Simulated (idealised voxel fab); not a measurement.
Process module heading - voxel trench capacitor
This is section cut - it's 250 nm across, gridded in 5 nm square cells.
This document writes a cross-section as a grid whose cells are square, and gives it as bands, listed from the top down; one or more rows of cells form a band. Heads up on the band format: heights come first, top then bottom, in nm. After that it's the materials left to right, each with its width in nm. A single material flagged "edge to edge" fills the whole band edge to edge, and "air" means there's empty space there. Beneath 0, the wafer as received is one material, and that level is where height counting begins. The lowest band goes on downward without a bottom; it is written like "0..down". Width spec "30->40" -> top row of cells at first value, bottom row at second value, equal per-row change in between. Any step labelled "left unchanged" changed none of the cells in the cross-section. Look at "Internal closed voids" for the closed voids: empty spaces with no open path to the top, sized 8 cells or up. Each is width x height at distance, distance from the left edge, all nm. Past the settings on a step's line: simulator remark, on that step. On any step carrying a mask, the "overlay nm" setting, if present on the step's line, tells how far right of its planned place the mask lay; negative values point to the left.
Process steps - plan
1: RECEIVE,material Si
2: CONFORMAL_DEP,material SiN,thk nm 5
3: DIRECTIONAL_DEP,material aC,thk nm 10
4: PATTERN,tone open,mask id TRENCH,material resist,width nm 20,pitch nm 40,thk nm 25,overlay nm 0
5: DIRECTIONAL_ETCH,etch materials aC,depth nm 10
6: STRIP,etch materials resist
7: DIRECTIONAL_ETCH,etch materials SiN,depth nm 5
8: DIRECTIONAL_ETCH,etch materials Si,depth nm 35
9: STRIP,etch materials aC
10: CONFORMAL_DEP,material SiO2,thk nm 5
11: FILL_DEP,material polySi,thk nm 5
12: CMP,height nm 5
First out of two wafers; run went to plan
Incoming wafer, cross-sectional view, post step 1
	0..down = Si edge to edge
	Internal closed voids: none
The wafer in cross-section once step 2 is complete
	5..0 = SiN edge to edge
	Unchanged below 0.
The wafer in cross-section once step 3 is complete
	15..5 = aC edge to edge
	Unchanged below 5.
The wafer in cross-section once step 4 is complete
	40..15 = resist: 75, air: 20, resist: 20, air: 20, resist: 20, air: 20, resist: 75
	Unchanged below 15.
The wafer in cross-section once step 5 is complete
	30..15 = resist: 75, air: 20, resist: 20, air: 20, resist: 20, air: 20, resist: 75
	15..5 = aC: 75, air: 20, aC: 20, air: 20, aC: 20, air: 20, aC: 75
	Unchanged below 5.
The wafer in cross-section once step 6 is complete
	15..5 = aC: 75, air: 20, aC: 20, air: 20, aC: 20, air: 20, aC: 75
	Unchanged below 5.
The wafer in cross-section once step 7 is complete
	15..5 = aC: 75, air: 20, aC: 20, air: 20, aC: 20, air: 20, aC: 75
	5..0 = SiN: 75, air: 20, SiN: 20, air: 20, SiN: 20, air: 20, SiN: 75
	Unchanged below 0.
The wafer in cross-section once step 8 is complete
	15..5 = aC: 75, air: 20, aC: 20, air: 20, aC: 20, air: 20, aC: 75
	5..0 = SiN: 75, air: 20, SiN: 20, air: 20, SiN: 20, air: 20, SiN: 75
	0..-35 = Si: 75, air: 20, Si: 20, air: 20, Si: 20, air: 20, Si: 75
	Unchanged below -35.
The wafer in cross-section once step 9 is complete
	5..0 = SiN: 75, air: 20, SiN: 20, air: 20, SiN: 20, air: 20, SiN: 75
	Unchanged below 0.
The wafer in cross-section once step 10 is complete
	10..5 = SiO2: 80, air: 10, SiO2: 30, air: 10, SiO2: 30, air: 10, SiO2: 80
	5..0 = SiN: 75, SiO2: 5, air: 10, SiO2: 5, SiN: 20, SiO2: 5, air: 10, SiO2: 5, SiN: 20, SiO2: 5, air: 10, SiO2: 5, SiN: 75
	0..-30 = Si: 75, SiO2: 5, air: 10, SiO2: 5, Si: 20, SiO2: 5, air: 10, SiO2: 5, Si: 20, SiO2: 5, air: 10, SiO2: 5, Si: 75
	-30..-35 = Si: 75, SiO2: 20, Si: 20, SiO2: 20, Si: 20, SiO2: 20, Si: 75
	Unchanged below -35.
The wafer in cross-section once step 11 is complete
	15..10 = polySi edge to edge
	10..5 = SiO2: 80, polySi: 10, SiO2: 30, polySi: 10, SiO2: 30, polySi: 10, SiO2: 80
	5..0 = SiN: 75, SiO2: 5, polySi: 10, SiO2: 5, SiN: 20, SiO2: 5, polySi: 10, SiO2: 5, SiN: 20, SiO2: 5, polySi: 10, SiO2: 5, SiN: 75
	0..-30 = Si: 75, SiO2: 5, polySi: 10, SiO2: 5, Si: 20, SiO2: 5, polySi: 10, SiO2: 5, Si: 20, SiO2: 5, polySi: 10, SiO2: 5, Si: 75
	Unchanged below -30.
The wafer in cross-section once step 12 is complete
	5..0 = SiN: 75, SiO2: 5, polySi: 10, SiO2: 5, SiN: 20, SiO2: 5, polySi: 10, SiO2: 5, SiN: 20, SiO2: 5, polySi: 10, SiO2: 5, SiN: 75
	Unchanged below 0.
Companion wafer, the second of two: same beginning, same intended sequence, one mistake in carrying it out; through step 3 inclusive it tracks the first exactly
The second wafer cut through, at the time step 4 was supposed to be finished
	40..15 = resist: 85, air: 20, resist: 20, air: 20, resist: 20, air: 20, resist: 65
	Unchanged below 15.
The second wafer cut through, at the time step 5 was supposed to be finished
	30..15 = resist: 85, air: 20, resist: 20, air: 20, resist: 20, air: 20, resist: 65
	15..5 = aC: 85, air: 20, aC: 20, air: 20, aC: 20, air: 20, aC: 65
	Unchanged below 5.
The second wafer cut through, at the time step 6 was supposed to be finished
	15..5 = aC: 85, air: 20, aC: 20, air: 20, aC: 20, air: 20, aC: 65
	Unchanged below 5.
The second wafer cut through, at the time step 7 was supposed to be finished
	15..5 = aC: 85, air: 20, aC: 20, air: 20, aC: 20, air: 20, aC: 65
	5..0 = SiN: 85, air: 20, SiN: 20, air: 20, SiN: 20, air: 20, SiN: 65
	Unchanged below 0.
The second wafer cut through, at the time step 8 was supposed to be finished
	15..5 = aC: 85, air: 20, aC: 20, air: 20, aC: 20, air: 20, aC: 65
	5..0 = SiN: 85, air: 20, SiN: 20, air: 20, SiN: 20, air: 20, SiN: 65
	0..-35 = Si: 85, air: 20, Si: 20, air: 20, Si: 20, air: 20, Si: 65
	Unchanged below -35.
The second wafer cut through, at the time step 9 was supposed to be finished
	5..0 = SiN: 85, air: 20, SiN: 20, air: 20, SiN: 20, air: 20, SiN: 65
	Unchanged below 0.
The second wafer cut through, at the time step 10 was supposed to be finished
	10..5 = SiO2: 90, air: 10, SiO2: 30, air: 10, SiO2: 30, air: 10, SiO2: 70
	5..0 = SiN: 85, SiO2: 5, air: 10, SiO2: 5, SiN: 20, SiO2: 5, air: 10, SiO2: 5, SiN: 20, SiO2: 5, air: 10, SiO2: 5, SiN: 65
	0..-30 = Si: 85, SiO2: 5, air: 10, SiO2: 5, Si: 20, SiO2: 5, air: 10, SiO2: 5, Si: 20, SiO2: 5, air: 10, SiO2: 5, Si: 65
	-30..-35 = Si: 85, SiO2: 20, Si: 20, SiO2: 20, Si: 20, SiO2: 20, Si: 65
	Unchanged below -35.
The second wafer cut through, at the time step 11 was supposed to be finished
	15..10 = polySi edge to edge
	10..5 = SiO2: 90, polySi: 10, SiO2: 30, polySi: 10, SiO2: 30, polySi: 10, SiO2: 70
	5..0 = SiN: 85, SiO2: 5, polySi: 10, SiO2: 5, SiN: 20, SiO2: 5, polySi: 10, SiO2: 5, SiN: 20, SiO2: 5, polySi: 10, SiO2: 5, SiN: 65
	0..-30 = Si: 85, SiO2: 5, polySi: 10, SiO2: 5, Si: 20, SiO2: 5, polySi: 10, SiO2: 5, Si: 20, SiO2: 5, polySi: 10, SiO2: 5, Si: 65
	Unchanged below -30.
The second wafer cut through, at the time step 12 was supposed to be finished
	5..0 = SiN: 85, SiO2: 5, polySi: 10, SiO2: 5, SiN: 20, SiO2: 5, polySi: 10, SiO2: 5, SiN: 20, SiO2: 5, polySi: 10, SiO2: 5, SiN: 65
	Unchanged below 0.
Where did the run depart from the plan? not per plan at step 4, really ran PATTERN,tone open,mask id TRENCH,material resist,width nm 20,pitch nm 40,thk nm 25,overlay nm 10
The concluding comparison shows that, measured in cells, each material is equally abundant on both wafers, albeit at different positions.
